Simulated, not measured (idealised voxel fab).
process module | voxel capacitor over wiring
cross-section cut | 215 nm wide | cells 5 nm
A cross-section is a grid of square cells, given in bands from the top down. A band is one or more rows of cells.
Each band's line starts with the height of the band's top and of its bottom, in nm. Then come its materials from left to right, each with its width in nm. One material with "throughout" fills the band from edge to edge. "air" is empty space.
Height 0 is the level under which the wafer as received is all one material. The lowest band goes on downwards, as in "0 down".
A width such as "30 to 40" changes by the same amount from each row of cells to the next, from the band's top row to its bottom row.
"no change" after a step means that no cell of the cross-section changed.
closed voids: empty space of 8 cells or more with no open way to the top, each as width x height at its distance from the left edge, in nm
after a step's settings: what the simulator itself notes on the step
overlay nm, on a step with a mask: how far to the right of its planned place the mask lay; to the left if negative
plan
1 op RECEIVE | material Si
2 op CONFORMAL_DEP | material SiO2 | thk nm 15
3 op CONFORMAL_DEP | material SiN | thk nm 5
4 op DIRECTIONAL_DEP | material SiO2 | thk nm 25
5 op PATTERN | tone open | mask id METAL_1 | material resist | width nm 25 | pitch nm 80 | thk nm 15 | overlay nm 0
6 op DIRECTIONAL_ETCH | etch materials SiO2 | depth nm 25
7 op DIRECTIONAL_ETCH | etch materials SiN | depth nm 5
8 op STRIP | etch materials resist
9 op CONFORMAL_DEP | material TiN | thk nm 5
10 op FILL_DEP | material W | thk nm 10
11 op CMP | height nm 45
12 op EPI | material Ru | thk nm 5
13 op FILL_DEP | material SiCN | thk nm 5
14 op DIRECTIONAL_DEP | material lowk | thk nm 15
15 op PATTERN | tone open | mask id PLUG_1 | material resist | width nm 15 | thk nm 15 | overlay nm 0
16 op DIRECTIONAL_ETCH | etch materials lowk | depth nm 15
17 op DIRECTIONAL_ETCH | etch materials SiCN | depth nm 5
18 op STRIP | etch materials resist
19 op EPI | material Ru | thk nm 10
20 op EPI | material Ru | thk nm 10
21 op DIRECTIONAL_DEP | material TiN | thk nm 5
22 op DIRECTIONAL_DEP | material HfO2 | thk nm 5
23 op DIRECTIONAL_DEP | material TiN | thk nm 5
24 op PATTERN | tone cover | mask id UPPER_PLATE | material resist | width nm 60 | thk nm 20 | overlay nm 0
25 op DIRECTIONAL_ETCH | etch materials TiN | depth nm 5
26 op DIRECTIONAL_ETCH | etch materials HfO2 | depth nm 5
27 op STRIP | etch materials resist
28 op PATTERN | tone cover | mask id LOWER_PLATE | material resist | width nm 70 | thk nm 20 | overlay nm 0
29 op DIRECTIONAL_ETCH | etch materials TiN | depth nm 5
30 op STRIP | etch materials resist
31 op FILL_DEP | material SiO2 | thk nm 20
32 op CMP | height nm 100
33 op MASKED_ETCH | tone open | mask id PLUG_2 | width nm 15 | etch materials SiO2 | depth nm 15 | overlay nm 0
34 op CONFORMAL_DEP | material TiN | thk nm 5
35 op FILL_DEP | material Ru | thk nm 10
36 op CMP | height nm 100
37 op CONFORMAL_DEP | material SiCN | thk nm 5
as received, after step 1
  0 down: Si throughout
  closed voids: none
a wafer at the end: this start, this plan, one mistake
  105 to 100: SiCN throughout
  100 to 90: SiO2 75 | TiN 5 | Ru 5 | TiN 5 | SiO2 125
  90 to 80: SiO2 75 to 65 | TiN 15 to 60 | SiO2 125 to 90
  80 to 75: SiO2 65 | HfO2 60 | SiO2 90
  75 to 70: SiO2 55 | TiN 80 | SiO2 80
  70 to 55: lowk 65 | Ru 15 | lowk 135
  55 to 50: SiCN 65 | Ru 15 | SiCN 135
  50 to 45: SiCN 50 | Ru 35 | SiCN 45 | Ru 35 | SiCN 50
  45 to 20: SiO2 55 | TiN 5 | W 15 | TiN 5 | SiO2 55 | TiN 5 | W 15 | TiN 5 | SiO2 55
  20 to 15: SiN 55 | TiN 25 | SiN 55 | TiN 25 | SiN 55
  15 to 0: SiO2 throughout
  0 down: Si throughout
  closed voids: none
what went wrong: step 28 ran as: op PATTERN | tone cover | mask id LOWER_PLATE | material resist | width nm 80 | thk nm 20 | overlay nm 0
